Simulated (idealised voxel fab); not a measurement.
process module | voxel self aligned vias
cross-section cut | 215 nm wide | cells 5 nm
A cross-section is a grid of square cells, given in bands from the top down. A band is one or more rows of cells.
Each band's line starts with the height of the band's top and of its bottom, in nm. Then come its materials from left to right, each with its width in nm. One material with "throughout" fills the band from edge to edge. "air" is empty space.
Height 0 is the level under which the wafer as received is all one material. The lowest band goes on downwards, as in "0 down".
A width such as "30 to 40" changes by the same amount from each row of cells to the next, from the band's top row to its bottom row.
"no change" after a step means that no cell of the cross-section changed.
closed voids: empty space of 8 cells or more with no open way to the top, each as width x height at its distance from the left edge, in nm
after a step's settings: what the simulator itself notes on the step
overlay nm, on a step with a mask: how far to the right of its planned place the mask lay; to the left if negative
Each pair below shows a cross-section before one step and the cross-section after it, down to the lowest band that changed. The line under each pair gives the step between them, with its settings. The pairs can come from different runs of this module on the same starting wafer, so a pair continues from the pair above only where its "before" says so.
before
  60 to 30: SiO2 30 | air 25 | SiO2 40 | air 25 | SiO2 40 | air 25 | SiO2 30
  30 to 15: SiCN throughout
  15 to 0: SiO2 throughout
  0 down: Si throughout
  closed voids: none
after
  65 to 60: TiN 35 | air 15 | TiN 50 | air 15 | TiN 50 | air 15 | TiN 35
  60 to 35: SiO2 30 | TiN 5 | air 15 | TiN 5 | SiO2 40 | TiN 5 | air 15 | TiN 5 | SiO2 40 | TiN 5 | air 15 | TiN 5 | SiO2 30
  35 to 30: SiO2 30 | TiN 25 | SiO2 40 | TiN 25 | SiO2 40 | TiN 25 | SiO2 30
  below 30: unchanged
  closed voids: none
the step between: op CONFORMAL_DEP | material TiN | thk nm 5
before: the cross-section after the pair above
after
  70 to 65: Ru throughout
  65 to 60: TiN 35 | Ru 15 | TiN 50 | Ru 15 | TiN 50 | Ru 15 | TiN 35
  60 to 35: SiO2 30 | TiN 5 | Ru 15 | TiN 5 | SiO2 40 | TiN 5 | Ru 15 | TiN 5 | SiO2 40 | TiN 5 | Ru 15 | TiN 5 | SiO2 30
  below 35: unchanged
  closed voids: none
the step between: op FILL_DEP | material Ru | thk nm 5
before: the cross-section after the pair above
after
  50 to 35: SiO2 30 | TiN 5 | Ru 15 | TiN 5 | SiO2 40 | TiN 5 | Ru 15 | TiN 5 | SiO2 40 | TiN 5 | Ru 15 | TiN 5 | SiO2 30
  below 35: unchanged
  closed voids: none
the step between: op CMP | height nm 50
before: the cross-section after the pair above
after
  50 to 45: SiO2 30 | air 25 | SiO2 40 | air 25 | SiO2 40 | air 25 | SiO2 30
  below 45: unchanged
  closed voids: none
the step between: op SELECTIVE_ETCH | etch materials W Ru TiN | depth nm 5
before: the cross-section after the pair above
after
  60 to 50: SiN throughout
  50 to 45: SiO2 30 | SiN 25 | SiO2 40 | SiN 25 | SiO2 40 | SiN 25 | SiO2 30
  below 45: unchanged
  closed voids: none
the step between: op FILL_DEP | material SiN | thk nm 10
before: the cross-section after the pair above
after
  50 to 45: SiO2 30 | SiN 25 | SiO2 40 | SiN 25 | SiO2 40 | SiN 25 | SiO2 30
  below 45: unchanged
  closed voids: none
the step between: op CMP | height nm 50
before: the cross-section after the pair above
after
  70 to 50: SiO2 throughout
  below 50: unchanged
  closed voids: none
the step between: op DIRECTIONAL_DEP | material SiO2 | thk nm 20
before: the cross-section after the pair above
after
  85 to 70: resist 25 | air 35 | resist 30 | air 35 | resist 30 | air 35 | resist 25
  below 70: unchanged
  closed voids: none
the step between: op PATTERN | tone open | mask id VIAS | material resist | width nm 35 | pitch nm 65 | thk nm 15 | overlay nm 0
before: the cross-section after the pair above
after
  85 to 70: resist 25 | air 35 | resist 30 | air 35 | resist 30 | air 35 | resist 25
  70 to 50: SiO2 25 | air 35 | SiO2 30 | air 35 | SiO2 30 | air 35 | SiO2 25
  below 50: unchanged
  closed voids: none
the step between: op DIRECTIONAL_ETCH | etch materials SiO2 | depth nm 20
before: the cross-section after the pair above
after
  85 to 70: resist 25 | air 35 | resist 30 | air 35 | resist 30 | air 35 | resist 25
  70 to 50: SiO2 25 | air 35 | SiO2 30 | air 35 | SiO2 30 | air 35 | SiO2 25
  50 to 45: SiO2 30 | air 25 | SiO2 40 | air 25 | SiO2 40 | air 25 | SiO2 30
  below 45: unchanged
  closed voids: none
the step between: op DIRECTIONAL_ETCH | etch materials SiN | depth nm 5
before: the cross-section after the pair above
after
  70 to 50: SiO2 25 | air 35 | SiO2 30 | air 35 | SiO2 30 | air 35 | SiO2 25
  below 50: unchanged
  closed voids: none
the step between: op STRIP | etch materials resist
before: the cross-section after the pair above
after
  75 to 70: TiN 30 | air 25 | TiN 40 | air 25 | TiN 40 | air 25 | TiN 30
  70 to 55: SiO2 25 | TiN 5 | air 25 | TiN 5 | SiO2 30 | TiN 5 | air 25 | TiN 5 | SiO2 30 | TiN 5 | air 25 | TiN 5 | SiO2 25
  55 to 50: SiO2 25 | TiN 10 | air 15 | TiN 10 | SiO2 30 | TiN 10 | air 15 | TiN 10 | SiO2 30 | TiN 10 | air 15 | TiN 10 | SiO2 25
  50 to 45: SiO2 30 | TiN 25 | SiO2 40 | TiN 25 | SiO2 40 | TiN 25 | SiO2 30
  below 45: unchanged
  closed voids: none
the step between: op CONFORMAL_DEP | material TiN | thk nm 5
before: the cross-section after the pair above
after
  85 to 75: W throughout
  75 to 70: TiN 30 | W 25 | TiN 40 | W 25 | TiN 40 | W 25 | TiN 30
  70 to 55: SiO2 25 | TiN 5 | W 25 | TiN 5 | SiO2 30 | TiN 5 | W 25 | TiN 5 | SiO2 30 | TiN 5 | W 25 | TiN 5 | SiO2 25
  55 to 50: SiO2 25 | TiN 10 | W 15 | TiN 10 | SiO2 30 | TiN 10 | W 15 | TiN 10 | SiO2 30 | TiN 10 | W 15 | TiN 10 | SiO2 25
  below 50: unchanged
  closed voids: none
the step between: op FILL_DEP | material W | thk nm 10
before: the cross-section after the pair above
after
  70 to 55: SiO2 25 | TiN 5 | W 25 | TiN 5 | SiO2 30 | TiN 5 | W 25 | TiN 5 | SiO2 30 | TiN 5 | W 25 | TiN 5 | SiO2 25
  below 55: unchanged
  closed voids: none
the step between: op CMP | height nm 70
before: the cross-section after the pair above
after
  75 to 70: SiCN throughout
  below 70: unchanged
  closed voids: none
the step between: op CONFORMAL_DEP | material SiCN | thk nm 5
before
  65 to 50: aC throughout
  50 to 20: SiO2 throughout
  20 to 15: SiCN throughout
  15 to 0: SiO2 throughout
  0 down: Si throughout
  closed voids: none
after
  95 to 65: resist 35 | air 20 | resist 45 | air 20 | resist 45 | air 20 | resist 30
  below 65: unchanged
  closed voids: none
the step between: op PATTERN | tone open | mask id LINES | material resist | width nm 20 | pitch nm 65 | thk nm 30 | overlay nm 0
before: the cross-section after the pair above
after
  80 to 65: resist 35 | air 20 | resist 45 | air 20 | resist 45 | air 20 | resist 30
  65 to 50: aC 35 | air 20 | aC 45 | air 20 | aC 45 | air 20 | aC 30
  below 50: unchanged
  closed voids: none
the step between: op DIRECTIONAL_ETCH | etch materials aC | depth nm 15
before: the cross-section after the pair above
after
  65 to 50: aC 35 | air 20 | aC 45 | air 20 | aC 45 | air 20 | aC 30
  below 50: unchanged
  closed voids: none
the step between: op STRIP | etch materials resist
before: the cross-section after the pair above
after
  65 to 50: aC 35 | air 20 | aC 45 | air 20 | aC 45 | air 20 | aC 30
  50 to 20: SiO2 35 | air 20 | SiO2 45 | air 20 | SiO2 45 | air 20 | SiO2 30
  below 20: unchanged
  closed voids: none
the step between: op DIRECTIONAL_ETCH | etch materials SiO2 | depth nm 30
before: the cross-section after the pair above
after
  50 to 20: SiO2 35 | air 20 | SiO2 45 | air 20 | SiO2 45 | air 20 | SiO2 30
  below 20: unchanged
  closed voids: none
the step between: op STRIP | etch materials aC
before: the cross-section after the pair above
after
  55 to 50: TiN 40 | air 10 | TiN 55 | air 10 | TiN 55 | air 10 | TiN 35
  50 to 25: SiO2 35 | TiN 5 | air 10 | TiN 5 | SiO2 45 | TiN 5 | air 10 | TiN 5 | SiO2 45 | TiN 5 | air 10 | TiN 5 | SiO2 30
  25 to 20: SiO2 35 | TiN 20 | SiO2 45 | TiN 20 | SiO2 45 | TiN 20 | SiO2 30
  below 20: unchanged
  closed voids: none
the step between: op CONFORMAL_DEP | material TiN | thk nm 5
before: the cross-section after the pair above
after
  60 to 55: Ru throughout
  55 to 50: TiN 40 | Ru 10 | TiN 55 | Ru 10 | TiN 55 | Ru 10 | TiN 35
  50 to 25: SiO2 35 | TiN 5 | Ru 10 | TiN 5 | SiO2 45 | TiN 5 | Ru 10 | TiN 5 | SiO2 45 | TiN 5 | Ru 10 | TiN 5 | SiO2 30
  below 25: unchanged
  closed voids: none
the step between: op FILL_DEP | material Ru | thk nm 5
before: the cross-section after the pair above
after
  50 to 25: SiO2 35 | TiN 5 | Ru 10 | TiN 5 | SiO2 45 | TiN 5 | Ru 10 | TiN 5 | SiO2 45 | TiN 5 | Ru 10 | TiN 5 | SiO2 30
  below 25: unchanged
  closed voids: none
the step between: op CMP | height nm 50
before: the cross-section after the pair above
after
  50 to 45: SiO2 35 | air 20 | SiO2 45 | air 20 | SiO2 45 | air 20 | SiO2 30
  below 45: unchanged
  closed voids: none
the step between: op SELECTIVE_ETCH | etch materials W Ru TiN | depth nm 5
before: the cross-section after the pair above
after
  60 to 50: SiN throughout
  50 to 45: SiO2 35 | SiN 20 | SiO2 45 | SiN 20 | SiO2 45 | SiN 20 | SiO2 30
  below 45: unchanged
  closed voids: none
the step between: op FILL_DEP | material SiN | thk nm 10
before: the cross-section after the pair above
after
  50 to 45: SiO2 35 | SiN 20 | SiO2 45 | SiN 20 | SiO2 45 | SiN 20 | SiO2 30
  below 45: unchanged
  closed voids: none
the step between: op CMP | height nm 50
before: the cross-section after the pair above
after
  70 to 50: SiO2 throughout
  below 50: unchanged
  closed voids: none
the step between: op DIRECTIONAL_DEP | material SiO2 | thk nm 20
before: the cross-section after the pair above
after
  85 to 70: resist 25 | air 35 | resist 30 | air 35 | resist 30 | air 35 | resist 25
  below 70: unchanged
  closed voids: none
the step between: op PATTERN | tone open | mask id VIAS | material resist | width nm 35 | pitch nm 65 | thk nm 15 | overlay nm 0
before: the cross-section after the pair above
after
  85 to 70: resist 25 | air 35 | resist 30 | air 35 | resist 30 | air 35 | resist 25
  70 to 50: SiO2 25 | air 35 | SiO2 30 | air 35 | SiO2 30 | air 35 | SiO2 25
  below 50: unchanged
  closed voids: none
the step between: op DIRECTIONAL_ETCH | etch materials SiO2 | depth nm 20
before: the cross-section after the pair above
after
  85 to 70: resist 25 | air 35 | resist 30 | air 35 | resist 30 | air 35 | resist 25
  70 to 50: SiO2 25 | air 35 | SiO2 30 | air 35 | SiO2 30 | air 35 | SiO2 25
  50 to 45: SiO2 35 | air 20 | SiO2 45 | air 20 | SiO2 45 | air 20 | SiO2 30
  below 45: unchanged
  closed voids: none
the step between: op DIRECTIONAL_ETCH | etch materials SiN | depth nm 5
before: the cross-section after the pair above
after
  70 to 50: SiO2 25 | air 35 | SiO2 30 | air 35 | SiO2 30 | air 35 | SiO2 25
  below 50: unchanged
  closed voids: none
the step between: op STRIP | etch materials resist
before: the cross-section after the pair above
after
  75 to 70: TiN 30 | air 25 | TiN 40 | air 25 | TiN 40 | air 25 | TiN 30
  70 to 55: SiO2 25 | TiN 5 | air 25 | TiN 5 | SiO2 30 | TiN 5 | air 25 | TiN 5 | SiO2 30 | TiN 5 | air 25 | TiN 5 | SiO2 25
  55 to 50: SiO2 25 | TiN 15 | air 10 | TiN 10 | SiO2 30 | TiN 15 | air 10 | TiN 10 | SiO2 30 | TiN 15 | air 10 | TiN 10 | SiO2 25
  50 to 45: SiO2 35 | TiN 20 | SiO2 45 | TiN 20 | SiO2 45 | TiN 20 | SiO2 30
  below 45: unchanged
  closed voids: none
the step between: op CONFORMAL_DEP | material TiN | thk nm 5
before: the cross-section after the pair above
after
  85 to 75: W throughout
  75 to 70: TiN 30 | W 25 | TiN 40 | W 25 | TiN 40 | W 25 | TiN 30
  70 to 55: SiO2 25 | TiN 5 | W 25 | TiN 5 | SiO2 30 | TiN 5 | W 25 | TiN 5 | SiO2 30 | TiN 5 | W 25 | TiN 5 | SiO2 25
  55 to 50: SiO2 25 | TiN 15 | W 10 | TiN 10 | SiO2 30 | TiN 15 | W 10 | TiN 10 | SiO2 30 | TiN 15 | W 10 | TiN 10 | SiO2 25
  below 50: unchanged
  closed voids: none
the step between: op FILL_DEP | material W | thk nm 10
before: the cross-section after the pair above
after
  70 to 55: SiO2 25 | TiN 5 | W 25 | TiN 5 | SiO2 30 | TiN 5 | W 25 | TiN 5 | SiO2 30 | TiN 5 | W 25 | TiN 5 | SiO2 25
  below 55: unchanged
  closed voids: none
the step between: op CMP | height nm 70
before: the cross-section after the pair above
after
  75 to 70: SiCN throughout
  below 70: unchanged
  closed voids: none
the step between: op CONFORMAL_DEP | material SiCN | thk nm 5
before
  70 to 50: SiO2 throughout
  50 to 45: SiO2 30 | SiN 25 | SiO2 40 | SiN 25 | SiO2 40 | SiN 25 | SiO2 30
  45 to 25: SiO2 30 | TiN 5 | Ru 15 | TiN 5 | SiO2 40 | TiN 5 | Ru 15 | TiN 5 | SiO2 40 | TiN 5 | Ru 15 | TiN 5 | SiO2 30
  25 to 20: SiO2 30 | TiN 25 | SiO2 40 | TiN 25 | SiO2 40 | TiN 25 | SiO2 30
  20 to 15: SiCN throughout
  15 to 0: SiO2 throughout
  0 down: Si throughout
  closed voids: none
after
  85 to 70: resist 20 | air 35 | resist 30 | air 35 | resist 30 | air 35 | resist 30
  below 70: unchanged
  closed voids: none
the step between: op PATTERN | tone open | mask id VIAS | material resist | width nm 35 | pitch nm 65 | thk nm 15 | overlay nm -5
before: the cross-section after the pair above
after
  85 to 70: resist 20 | air 35 | resist 30 | air 35 | resist 30 | air 35 | resist 30
  70 to 50: SiO2 20 | air 35 | SiO2 30 | air 35 | SiO2 30 | air 35 | SiO2 30
  below 50: unchanged
  closed voids: none
the step between: op DIRECTIONAL_ETCH | etch materials SiO2 | depth nm 20
before: the cross-section after the pair above
after
  85 to 70: resist 20 | air 35 | resist 30 | air 35 | resist 30 | air 35 | resist 30
  70 to 50: SiO2 20 | air 35 | SiO2 30 | air 35 | SiO2 30 | air 35 | SiO2 30
  50 to 45: SiO2 30 | air 25 | SiO2 40 | air 25 | SiO2 40 | air 25 | SiO2 30
  below 45: unchanged
  closed voids: none
the step between: op DIRECTIONAL_ETCH | etch materials SiN | depth nm 5
before: the cross-section after the pair above
after
  70 to 50: SiO2 20 | air 35 | SiO2 30 | air 35 | SiO2 30 | air 35 | SiO2 30
  below 50: unchanged
  closed voids: none
the step between: op STRIP | etch materials resist
before: the cross-section after the pair above
after
  75 to 70: TiN 25 | air 25 | TiN 40 | air 25 | TiN 40 | air 25 | TiN 35
  70 to 55: SiO2 20 | TiN 5 | air 25 | TiN 5 | SiO2 30 | TiN 5 | air 25 | TiN 5 | SiO2 30 | TiN 5 | air 25 | TiN 5 | SiO2 30
  55 to 50: SiO2 20 | TiN 15 | air 15 | TiN 5 | SiO2 30 | TiN 15 | air 15 | TiN 5 | SiO2 30 | TiN 15 | air 15 | TiN 5 | SiO2 30
  50 to 45: SiO2 30 | TiN 25 | SiO2 40 | TiN 25 | SiO2 40 | TiN 25 | SiO2 30
  below 45: unchanged
  closed voids: none
the step between: op CONFORMAL_DEP | material TiN | thk nm 5
before: the cross-section after the pair above
after
  85 to 75: W throughout
  75 to 70: TiN 25 | W 25 | TiN 40 | W 25 | TiN 40 | W 25 | TiN 35
  70 to 55: SiO2 20 | TiN 5 | W 25 | TiN 5 | SiO2 30 | TiN 5 | W 25 | TiN 5 | SiO2 30 | TiN 5 | W 25 | TiN 5 | SiO2 30
  55 to 50: SiO2 20 | TiN 15 | W 15 | TiN 5 | SiO2 30 | TiN 15 | W 15 | TiN 5 | SiO2 30 | TiN 15 | W 15 | TiN 5 | SiO2 30
  below 50: unchanged
  closed voids: none
the step between: op FILL_DEP | material W | thk nm 10
before: the cross-section after the pair above
after
  70 to 55: SiO2 20 | TiN 5 | W 25 | TiN 5 | SiO2 30 | TiN 5 | W 25 | TiN 5 | SiO2 30 | TiN 5 | W 25 | TiN 5 | SiO2 30
  below 55: unchanged
  closed voids: none
the step between: op CMP | height nm 70
before: the cross-section after the pair above
after
  75 to 70: SiCN throughout
  below 70: unchanged
  closed voids: none
the step between: op CONFORMAL_DEP | material SiCN | thk nm 5
before
  0 down: Si throughout
  closed voids: none
after
  15 to 0: aC throughout
  below 0: unchanged
  closed voids: none
the step between: op CONFORMAL_DEP | material aC | thk nm 15
before: the cross-section after the pair above
after
  20 to 15: SiCN throughout
  below 15: unchanged
  closed voids: none
the step between: op CONFORMAL_DEP | material SiCN | thk nm 5
before: the cross-section after the pair above
after
  50 to 20: SiO2 throughout
  below 20: unchanged
  closed voids: none
the step between: op DIRECTIONAL_DEP | material SiO2 | thk nm 30
before: the cross-section after the pair above
after
  65 to 50: aC throughout
  below 50: unchanged
  closed voids: none
the step between: op DIRECTIONAL_DEP | material aC | thk nm 15
before: the cross-section after the pair above
after
  95 to 65: resist 30 | air 25 | resist 40 | air 25 | resist 40 | air 25 | resist 30
  below 65: unchanged
  closed voids: none
the step between: op PATTERN | tone open | mask id LINES | material resist | width nm 25 | pitch nm 65 | thk nm 30 | overlay nm 0
before: the cross-section after the pair above
after
  80 to 65: resist 30 | air 25 | resist 40 | air 25 | resist 40 | air 25 | resist 30
  65 to 50: aC 30 | air 25 | aC 40 | air 25 | aC 40 | air 25 | aC 30
  below 50: unchanged
  closed voids: none
the step between: op DIRECTIONAL_ETCH | etch materials aC | depth nm 15
before: the cross-section after the pair above
after
  65 to 50: aC 30 | air 25 | aC 40 | air 25 | aC 40 | air 25 | aC 30
  below 50: unchanged
  closed voids: none
the step between: op STRIP | etch materials resist
before: the cross-section after the pair above
after
  65 to 50: aC 30 | air 25 | aC 40 | air 25 | aC 40 | air 25 | aC 30
  50 to 20: SiO2 30 | air 25 | SiO2 40 | air 25 | SiO2 40 | air 25 | SiO2 30
  below 20: unchanged
  closed voids: none
the step between: op DIRECTIONAL_ETCH | etch materials SiO2 | depth nm 30
before: the cross-section after the pair above
after
  50 to 20: SiO2 30 | air 25 | SiO2 40 | air 25 | SiO2 40 | air 25 | SiO2 30
  below 20: unchanged
  closed voids: none
the step between: op STRIP | etch materials aC
before: the cross-section after the pair above
after
  55 to 50: TiN 35 | air 15 | TiN 50 | air 15 | TiN 50 | air 15 | TiN 35
  50 to 25: SiO2 30 | TiN 5 | air 15 | TiN 5 | SiO2 40 | TiN 5 | air 15 | TiN 5 | SiO2 40 | TiN 5 | air 15 | TiN 5 | SiO2 30
  25 to 20: SiO2 30 | TiN 25 | SiO2 40 | TiN 25 | SiO2 40 | TiN 25 | SiO2 30
  below 20: unchanged
  closed voids: none
the step between: op CONFORMAL_DEP | material TiN | thk nm 5
before: the cross-section after the pair above
after
  60 to 55: Ru throughout
  55 to 50: TiN 35 | Ru 15 | TiN 50 | Ru 15 | TiN 50 | Ru 15 | TiN 35
  50 to 25: SiO2 30 | TiN 5 | Ru 15 | TiN 5 | SiO2 40 | TiN 5 | Ru 15 | TiN 5 | SiO2 40 | TiN 5 | Ru 15 | TiN 5 | SiO2 30
  below 25: unchanged
  closed voids: none
the step between: op FILL_DEP | material Ru | thk nm 5
before: the cross-section after the pair above
after
  50 to 25: SiO2 30 | TiN 5 | Ru 15 | TiN 5 | SiO2 40 | TiN 5 | Ru 15 | TiN 5 | SiO2 40 | TiN 5 | Ru 15 | TiN 5 | SiO2 30
  below 25: unchanged
  closed voids: none
the step between: op CMP | height nm 50
before: the cross-section after the pair above
after
  50 to 45: SiO2 30 | air 25 | SiO2 40 | air 25 | SiO2 40 | air 25 | SiO2 30
  below 45: unchanged
  closed voids: none
the step between: op SELECTIVE_ETCH | etch materials W Ru TiN | depth nm 5
before: the cross-section after the pair above
after
  60 to 50: SiN throughout
  50 to 45: SiO2 30 | SiN 25 | SiO2 40 | SiN 25 | SiO2 40 | SiN 25 | SiO2 30
  below 45: unchanged
  closed voids: none
the step between: op FILL_DEP | material SiN | thk nm 10
before: the cross-section after the pair above
after
  50 to 45: SiO2 30 | SiN 25 | SiO2 40 | SiN 25 | SiO2 40 | SiN 25 | SiO2 30
  below 45: unchanged
  closed voids: none
the step between: op CMP | height nm 50
before: the cross-section after the pair above
after
  70 to 50: SiO2 throughout
  below 50: unchanged
  closed voids: none
the step between: op DIRECTIONAL_DEP | material SiO2 | thk nm 20
before: the cross-section after the pair above
after
  85 to 70: resist 25 | air 35 | resist 30 | air 35 | resist 30 | air 35 | resist 25
  below 70: unchanged
  closed voids: none
the step between: op PATTERN | tone open | mask id VIAS | material resist | width nm 35 | pitch nm 65 | thk nm 15 | overlay nm 0
before: the cross-section after the pair above
after
  85 to 70: resist 25 | air 35 | resist 30 | air 35 | resist 30 | air 35 | resist 25
  70 to 50: SiO2 25 | air 35 | SiO2 30 | air 35 | SiO2 30 | air 35 | SiO2 25
  below 50: unchanged
  closed voids: none
the step between: op DIRECTIONAL_ETCH | etch materials SiO2 | depth nm 20
before: the cross-section after the pair above
after
  85 to 70: resist 25 | air 35 | resist 30 | air 35 | resist 30 | air 35 | resist 25
  70 to 50: SiO2 25 | air 35 | SiO2 30 | air 35 | SiO2 30 | air 35 | SiO2 25
  50 to 45: SiO2 30 | air 25 | SiO2 40 | air 25 | SiO2 40 | air 25 | SiO2 30
  below 45: unchanged
  closed voids: none
the step between: op DIRECTIONAL_ETCH | etch materials SiN | depth nm 5
before: the cross-section after the pair above
after
  70 to 50: SiO2 25 | air 35 | SiO2 30 | air 35 | SiO2 30 | air 35 | SiO2 25
  below 50: unchanged
  closed voids: none
the step between: op STRIP | etch materials resist
before: the cross-section after the pair above
after
  75 to 70: TiN 30 | air 25 | TiN 40 | air 25 | TiN 40 | air 25 | TiN 30
  70 to 55: SiO2 25 | TiN 5 | air 25 | TiN 5 | SiO2 30 | TiN 5 | air 25 | TiN 5 | SiO2 30 | TiN 5 | air 25 | TiN 5 | SiO2 25
  55 to 50: SiO2 25 | TiN 10 | air 15 | TiN 10 | SiO2 30 | TiN 10 | air 15 | TiN 10 | SiO2 30 | TiN 10 | air 15 | TiN 10 | SiO2 25
  50 to 45: SiO2 30 | TiN 25 | SiO2 40 | TiN 25 | SiO2 40 | TiN 25 | SiO2 30
  below 45: unchanged
  closed voids: none
the step between: op CONFORMAL_DEP | material TiN | thk nm 5
before: the cross-section after the pair above
after
  85 to 75: W throughout
  75 to 70: TiN 30 | W 25 | TiN 40 | W 25 | TiN 40 | W 25 | TiN 30
  70 to 55: SiO2 25 | TiN 5 | W 25 | TiN 5 | SiO2 30 | TiN 5 | W 25 | TiN 5 | SiO2 30 | TiN 5 | W 25 | TiN 5 | SiO2 25
  55 to 50: SiO2 25 | TiN 10 | W 15 | TiN 10 | SiO2 30 | TiN 10 | W 15 | TiN 10 | SiO2 30 | TiN 10 | W 15 | TiN 10 | SiO2 25
  below 50: unchanged
  closed voids: none
the step between: op FILL_DEP | material W | thk nm 10
before: the cross-section after the pair above
after
  70 to 55: SiO2 25 | TiN 5 | W 25 | TiN 5 | SiO2 30 | TiN 5 | W 25 | TiN 5 | SiO2 30 | TiN 5 | W 25 | TiN 5 | SiO2 25
  below 55: unchanged
  closed voids: none
the step between: op CMP | height nm 70
before: the cross-section after the pair above
after
  75 to 70: SiCN throughout
  below 70: unchanged
  closed voids: none
the step between: op CONFORMAL_DEP | material SiCN | thk nm 5
before
  65 to 50: aC throughout
  50 to 20: SiO2 throughout
  20 to 15: SiCN throughout
  15 to 0: SiO2 throughout
  0 down: Si throughout
  closed voids: none
after
  95 to 65: air 30 | resist 25 | air 40 | resist 25 | air 40 | resist 25 | air 30
  below 65: unchanged
  closed voids: none
the step between: op PATTERN | tone cover | mask id LINES | material resist | width nm 25 | pitch nm 65 | thk nm 30 | overlay nm 0
before: the cross-section after the pair above
after
  80 to 65: air 30 | resist 25 | air 40 | resist 25 | air 40 | resist 25 | air 30
  65 to 50: air 30 | aC 25 | air 40 | aC 25 | air 40 | aC 25 | air 30
  below 50: unchanged
  closed voids: none
the step between: op DIRECTIONAL_ETCH | etch materials aC | depth nm 15
before: the cross-section after the pair above
after
  65 to 50: air 30 | aC 25 | air 40 | aC 25 | air 40 | aC 25 | air 30
  below 50: unchanged
  closed voids: none
the step between: op STRIP | etch materials resist
before: the cross-section after the pair above
after
  65 to 50: air 30 | aC 25 | air 40 | aC 25 | air 40 | aC 25 | air 30
  50 to 20: air 30 | SiO2 25 | air 40 | SiO2 25 | air 40 | SiO2 25 | air 30
  below 20: unchanged
  closed voids: none
the step between: op DIRECTIONAL_ETCH | etch materials SiO2 | depth nm 30
before: the cross-section after the pair above
after
  50 to 20: air 30 | SiO2 25 | air 40 | SiO2 25 | air 40 | SiO2 25 | air 30
  below 20: unchanged
  closed voids: none
the step between: op STRIP | etch materials aC
before: the cross-section after the pair above
after
  55 to 50: air 25 | TiN 35 | air 30 | TiN 35 | air 30 | TiN 35 | air 25
  50 to 25: air 25 | TiN 5 | SiO2 25 | TiN 5 | air 30 | TiN 5 | SiO2 25 | TiN 5 | air 30 | TiN 5 | SiO2 25 | TiN 5 | air 25
  25 to 20: TiN 30 | SiO2 25 | TiN 40 | SiO2 25 | TiN 40 | SiO2 25 | TiN 30
  below 20: unchanged
  closed voids: none
the step between: op CONFORMAL_DEP | material TiN | thk nm 5
before: the cross-section after the pair above
after
  60 to 55: Ru throughout
  55 to 50: Ru 25 | TiN 35 | Ru 30 | TiN 35 | Ru 30 | TiN 35 | Ru 25
  50 to 25: Ru 25 | TiN 5 | SiO2 25 | TiN 5 | Ru 30 | TiN 5 | SiO2 25 | TiN 5 | Ru 30 | TiN 5 | SiO2 25 | TiN 5 | Ru 25
  below 25: unchanged
  closed voids: none
the step between: op FILL_DEP | material Ru | thk nm 5
before: the cross-section after the pair above
after
  50 to 25: Ru 25 | TiN 5 | SiO2 25 | TiN 5 | Ru 30 | TiN 5 | SiO2 25 | TiN 5 | Ru 30 | TiN 5 | SiO2 25 | TiN 5 | Ru 25
  below 25: unchanged
  closed voids: none
the step between: op CMP | height nm 50
before: the cross-section after the pair above
after
  50 to 45: air 30 | SiO2 25 | air 40 | SiO2 25 | air 40 | SiO2 25 | air 30
  below 45: unchanged
  closed voids: none
the step between: op SELECTIVE_ETCH | etch materials W Ru TiN | depth nm 5
before: the cross-section after the pair above
after
  60 to 50: SiN throughout
  50 to 45: SiN 30 | SiO2 25 | SiN 40 | SiO2 25 | SiN 40 | SiO2 25 | SiN 30
  below 45: unchanged
  closed voids: none
the step between: op FILL_DEP | material SiN | thk nm 10
before: the cross-section after the pair above
after
  50 to 45: SiN 30 | SiO2 25 | SiN 40 | SiO2 25 | SiN 40 | SiO2 25 | SiN 30
  below 45: unchanged
  closed voids: none
the step between: op CMP | height nm 50
before: the cross-section after the pair above
after
  70 to 50: SiO2 throughout
  below 50: unchanged
  closed voids: none
the step between: op DIRECTIONAL_DEP | material SiO2 | thk nm 20
before: the cross-section after the pair above
after
  85 to 70: resist 25 | air 35 | resist 30 | air 35 | resist 30 | air 35 | resist 25
  below 70: unchanged
  closed voids: none
the step between: op PATTERN | tone open | mask id VIAS | material resist | width nm 35 | pitch nm 65 | thk nm 15 | overlay nm 0
before: the cross-section after the pair above
after
  85 to 70: resist 25 | air 35 | resist 30 | air 35 | resist 30 | air 35 | resist 25
  70 to 50: SiO2 25 | air 35 | SiO2 30 | air 35 | SiO2 30 | air 35 | SiO2 25
  below 50: unchanged
  closed voids: none
the step between: op DIRECTIONAL_ETCH | etch materials SiO2 | depth nm 20
before: the cross-section after the pair above
after
  85 to 70: resist 25 | air 35 | resist 30 | air 35 | resist 30 | air 35 | resist 25
  70 to 50: SiO2 25 | air 35 | SiO2 30 | air 35 | SiO2 30 | air 35 | SiO2 25
  50 to 45: SiN 25 | air 5 | SiO2 25 | air 5 | SiN 30 | air 5 | SiO2 25 | air 5 | SiN 30 | air 5 | SiO2 25 | air 5 | SiN 25
  below 45: unchanged
  closed voids: none
the step between: op DIRECTIONAL_ETCH | etch materials SiN | depth nm 5
before: the cross-section after the pair above
after
  70 to 50: SiO2 25 | air 35 | SiO2 30 | air 35 | SiO2 30 | air 35 | SiO2 25
  below 50: unchanged
  closed voids: none
the step between: op STRIP | etch materials resist
before: the cross-section after the pair above
after
  75 to 70: TiN 30 | air 25 | TiN 40 | air 25 | TiN 40 | air 25 | TiN 30
  70 to 55: SiO2 25 | TiN 5 | air 25 | TiN 5 | SiO2 30 | TiN 5 | air 25 | TiN 5 | SiO2 30 | TiN 5 | air 25 | TiN 5 | SiO2 25
  55 to 50: SiO2 25 | TiN 35 | SiO2 30 | TiN 35 | SiO2 30 | TiN 35 | SiO2 25
  50 to 45: SiN 25 | TiN 5 | SiO2 25 | TiN 5 | SiN 30 | TiN 5 | SiO2 25 | TiN 5 | SiN 30 | TiN 5 | SiO2 25 | TiN 5 | SiN 25
  below 45: unchanged
  closed voids: none
the step between: op CONFORMAL_DEP | material TiN | thk nm 5
before: the cross-section after the pair above
after
  85 to 75: W throughout
  75 to 70: TiN 30 | W 25 | TiN 40 | W 25 | TiN 40 | W 25 | TiN 30
  70 to 55: SiO2 25 | TiN 5 | W 25 | TiN 5 | SiO2 30 | TiN 5 | W 25 | TiN 5 | SiO2 30 | TiN 5 | W 25 | TiN 5 | SiO2 25
  below 55: unchanged
  closed voids: none
the step between: op FILL_DEP | material W | thk nm 10
before: the cross-section after the pair above
after
  70 to 55: SiO2 25 | TiN 5 | W 25 | TiN 5 | SiO2 30 | TiN 5 | W 25 | TiN 5 | SiO2 30 | TiN 5 | W 25 | TiN 5 | SiO2 25
  below 55: unchanged
  closed voids: none
the step between: op CMP | height nm 70
before: the cross-section after the pair above
after
  75 to 70: SiCN throughout
  below 70: unchanged
  closed voids: none
the step between: op CONFORMAL_DEP | material SiCN | thk nm 5
